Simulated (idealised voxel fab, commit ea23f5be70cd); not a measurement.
Presented below is a process module, voxel wiring stack.
FYI the section here is cut, 205 nm wide, cells are 5 nm squares.
For the purposes of this document, a cross-section shall be understood as a grid of square cells, specified as bands listed in top-to-bottom order, each band consisting of one or more rows of cells.
Band: top and bottom heights (nm) first, top before bottom; then materials from left to right, widths in nm. "all across" marks a sole material filling the band edge to edge. "air" denotes empty space.
Heights are expressed relative to 0, this being the level below which the as-received wafer comprises one material exclusively. The lowest band is unbounded in the downward direction and is denoted as in "0 down".
Top row gets the first number, bottom row gets the second, and each row in between changes by the same step: that is how a band width like "30..40" works.
Any step labelled "nothing altered" changed none of the cells in the cross-section.
The entry titled "Voids, enclosed" provides the empty spaces that have no open way to the top, restricted to those of 8 cells or more. Each is presented as width x height at distance, the distance being measured from the left edge, with all three in nm.
Whatever follows a step's settings on its line is a remark the simulator itself makes about that step.
What "overlay nm" on a step's line means: if the step has a mask, that mask lay this far to the right of its planned place, or, when the value is negative, to the left.

**plan**
1) RECEIVE | material Si
2) CONFORMAL_DEP | material SiO2 | thk nm 10
3) CONFORMAL_DEP | material SiN | thk nm 5
4) DIRECTIONAL_DEP | material SiO2 | thk nm 20
5) DIRECTIONAL_DEP | material aC | thk nm 15
6) PATTERN | tone open | mask id METAL_1 | material resist | width nm 25 | pitch nm 50 | thk nm 35 | overlay nm 0
7) DIRECTIONAL_ETCH | etch materials aC | depth nm 15
8) STRIP | etch materials resist
9) DIRECTIONAL_ETCH | etch materials SiO2 | depth nm 20
10) DIRECTIONAL_ETCH | etch materials SiN | depth nm 5
11) STRIP | etch materials aC
12) CONFORMAL_DEP | material TiN | thk nm 5
13) FILL_DEP | material W | thk nm 5
14) CMP | height nm 35
15) EPI | material Ru | thk nm 5
16) FILL_DEP | material SiCN | thk nm 5
17) DIRECTIONAL_DEP | material lowk | thk nm 35
18) MASKED_ETCH | tone open | mask id METAL_2_HOLES | width nm 15 | pitch nm 50 | etch materials lowk | depth nm 35 | overlay nm 0
19) MASKED_ETCH | tone open | mask id METAL_2 | width nm 25 | pitch nm 50 | etch materials lowk | depth nm 20 | overlay nm 0
20) MASKED_ETCH | tone open | mask id METAL_2 | width nm 25 | pitch nm 50 | etch materials SiCN | depth nm 5 | overlay nm 0
21) CONFORMAL_DEP | material TiN | thk nm 5
22) FILL_DEP | material Cu | thk nm 10
23) CMP | height nm 80
24) CONFORMAL_DEP | material SiCN | thk nm 5
25) DIRECTIONAL_DEP | material SiO2 | thk nm 30
26) PATTERN | tone open | mask id METAL_3_HOLES | material resist | width nm 15 | pitch nm 50 | thk nm 15 | overlay nm 0
27) DIRECTIONAL_ETCH | etch materials SiO2 | depth nm 30
28) STRIP | etch materials resist
29) DIRECTIONAL_DEP | material aC | thk nm 15
30) PATTERN | tone open | mask id METAL_3 | material resist | width nm 25 | pitch nm 50 | thk nm 35 | overlay nm 0
31) DIRECTIONAL_ETCH | etch materials aC | depth nm 15
32) STRIP | etch materials resist
33) DIRECTIONAL_ETCH | etch materials SiO2 | depth nm 20
34) DIRECTIONAL_ETCH | etch materials SiCN | depth nm 5
35) STRIP | etch materials aC
36) CONFORMAL_DEP | material TiN | thk nm 5
37) FILL_DEP | material Ru | thk nm 10
38) CMP | height nm 115
39) CONFORMAL_DEP | material SiCN | thk nm 5

**Cross-section of the wafer at receipt, which is the condition after step 1**
  0 down = Si all across
  Voids, enclosed: none

**Module complete - cross-section of the first of two wafers, run according to plan**
  120 to 115 = SiCN all across
  115 to 100 = SiO2 40 nm, then TiN 5 nm, then Ru 15 nm, then TiN 5 nm, then SiO2 25 nm, then TiN 5 nm, then Ru 15 nm, then TiN 5 nm, then SiO2 25 nm, then TiN 5 nm, then Ru 15 nm, then TiN 5 nm, then SiO2 40 nm
  100 to 95 = SiO2 40 nm, then TiN 5 nm, then Ru 5 nm, then TiN 15 nm, then SiO2 25 nm, then TiN 5 nm, then Ru 5 nm, then TiN 15 nm, then SiO2 25 nm, then TiN 5 nm, then Ru 5 nm, then TiN 15 nm, then SiO2 40 nm
  95 to 85 = SiO2 40 nm, then TiN 5 nm, then Ru 5 nm, then TiN 5 nm, then SiO2 35 nm, then TiN 5 nm, then Ru 5 nm, then TiN 5 nm, then SiO2 35 nm, then TiN 5 nm, then Ru 5 nm, then TiN 5 nm, then SiO2 50 nm
  85 to 80 = SiCN 40 nm, then TiN 15 nm, then SiCN 35 nm, then TiN 15 nm, then SiCN 35 nm, then TiN 15 nm, then SiCN 50 nm
  80 to 65 = lowk 40 nm, then TiN 5 nm, then Cu 15 nm, then TiN 5 nm, then lowk 25 nm, then TiN 5 nm, then Cu 15 nm, then TiN 5 nm, then lowk 25 nm, then TiN 5 nm, then Cu 15 nm, then TiN 5 nm, then lowk 40 nm
  65 to 60 = lowk 40 nm, then TiN 5 nm, then Cu 5 nm, then TiN 15 nm, then lowk 25 nm, then TiN 5 nm, then Cu 5 nm, then TiN 15 nm, then lowk 25 nm, then TiN 5 nm, then Cu 5 nm, then TiN 15 nm, then lowk 40 nm
  60 to 45 = lowk 40 nm, then TiN 5 nm, then Cu 5 nm, then TiN 5 nm, then lowk 35 nm, then TiN 5 nm, then Cu 5 nm, then TiN 5 nm, then lowk 35 nm, then TiN 5 nm, then Cu 5 nm, then TiN 5 nm, then lowk 50 nm
  45 to 40 = SiCN 40 nm, then TiN 15 nm, then SiCN 35 nm, then TiN 15 nm, then SiCN 35 nm, then TiN 15 nm, then SiCN 50 nm
  40 to 35 = SiCN 35 nm, then Ru 35 nm, then SiCN 15 nm, then Ru 35 nm, then SiCN 15 nm, then Ru 35 nm, then SiCN 35 nm
  35 to 15 = SiO2 40 nm, then TiN 5 nm, then W 15 nm, then TiN 5 nm, then SiO2 25 nm, then TiN 5 nm, then W 15 nm, then TiN 5 nm, then SiO2 25 nm, then TiN 5 nm, then W 15 nm, then TiN 5 nm, then SiO2 40 nm
  15 to 10 = SiN 40 nm, then TiN 25 nm, then SiN 25 nm, then TiN 25 nm, then SiN 25 nm, then TiN 25 nm, then SiN 40 nm
  10 to 0 = SiO2 all across
  0 down = Si all across
  Voids, enclosed: none

**Wafer two (of two), end-of-module cross-section: start = wafer one, plan = wafer one, one run mistake**
  120 to 115 = SiCN all across
  115 to 100 = SiO2 40 nm, then TiN 5 nm, then Ru 15 nm, then TiN 5 nm, then SiO2 25 nm, then TiN 5 nm, then Ru 15 nm, then TiN 5 nm, then SiO2 25 nm, then TiN 5 nm, then Ru 15 nm, then TiN 5 nm, then SiO2 40 nm
  100 to 90 = SiO2 40 nm, then TiN 5 nm, then Ru 5 nm, then TiN 15..5 nm, then SiO2 25..35 nm, then TiN 5 nm, then Ru 5 nm, then TiN 15..5 nm, then SiO2 25..35 nm, then TiN 5 nm, then Ru 5 nm, then TiN 15..5 nm, then SiO2 40..50 nm
  90 to 85 = SiO2 40 nm, then TiN 15 nm, then SiO2 35 nm, then TiN 15 nm, then SiO2 35 nm, then TiN 15 nm, then SiO2 50 nm
  85 to 80 = SiCN 45 nm, then TiN 10 nm, then SiCN 40 nm, then TiN 10 nm, then SiCN 40 nm, then TiN 10 nm, then SiCN 50 nm
  80 to 65 = lowk 40 nm, then TiN 5 nm, then Cu 15 nm, then TiN 5 nm, then lowk 25 nm, then TiN 5 nm, then Cu 15 nm, then TiN 5 nm, then lowk 25 nm, then TiN 5 nm, then Cu 15 nm, then TiN 5 nm, then lowk 40 nm
  65 to 60 = lowk 40 nm, then TiN 5 nm, then Cu 5 nm, then TiN 15 nm, then lowk 25 nm, then TiN 5 nm, then Cu 5 nm, then TiN 15 nm, then lowk 25 nm, then TiN 5 nm, then Cu 5 nm, then TiN 15 nm, then lowk 40 nm
  60 to 45 = lowk 40 nm, then TiN 5 nm, then Cu 5 nm, then TiN 5 nm, then lowk 35 nm, then TiN 5 nm, then Cu 5 nm, then TiN 5 nm, then lowk 35 nm, then TiN 5 nm, then Cu 5 nm, then TiN 5 nm, then lowk 50 nm
  45 to 40 = SiCN 40 nm, then TiN 15 nm, then SiCN 35 nm, then TiN 15 nm, then SiCN 35 nm, then TiN 15 nm, then SiCN 50 nm
  40 to 35 = SiCN 35 nm, then Ru 35 nm, then SiCN 15 nm, then Ru 35 nm, then SiCN 15 nm, then Ru 35 nm, then SiCN 35 nm
  35 to 15 = SiO2 40 nm, then TiN 5 nm, then W 15 nm, then TiN 5 nm, then SiO2 25 nm, then TiN 5 nm, then W 15 nm, then TiN 5 nm, then SiO2 25 nm, then TiN 5 nm, then W 15 nm, then TiN 5 nm, then SiO2 40 nm
  15 to 10 = SiN 40 nm, then TiN 25 nm, then SiN 25 nm, then TiN 25 nm, then SiN 25 nm, then TiN 25 nm, then SiN 40 nm
  10 to 0 = SiO2 all across
  0 down = Si all across
  Voids, enclosed: none
It is concluded that the wafer was processed incorrectly with respect to the plan, in that step 30 ran as: PATTERN | tone open | mask id METAL_3 | material resist | width nm 20 | pitch nm 50 | thk nm 35 | overlay nm 0
End of process, cell counts, second wafer against first, materials with more or fewer: Ru: 3 fewer | SiCN: 3 more
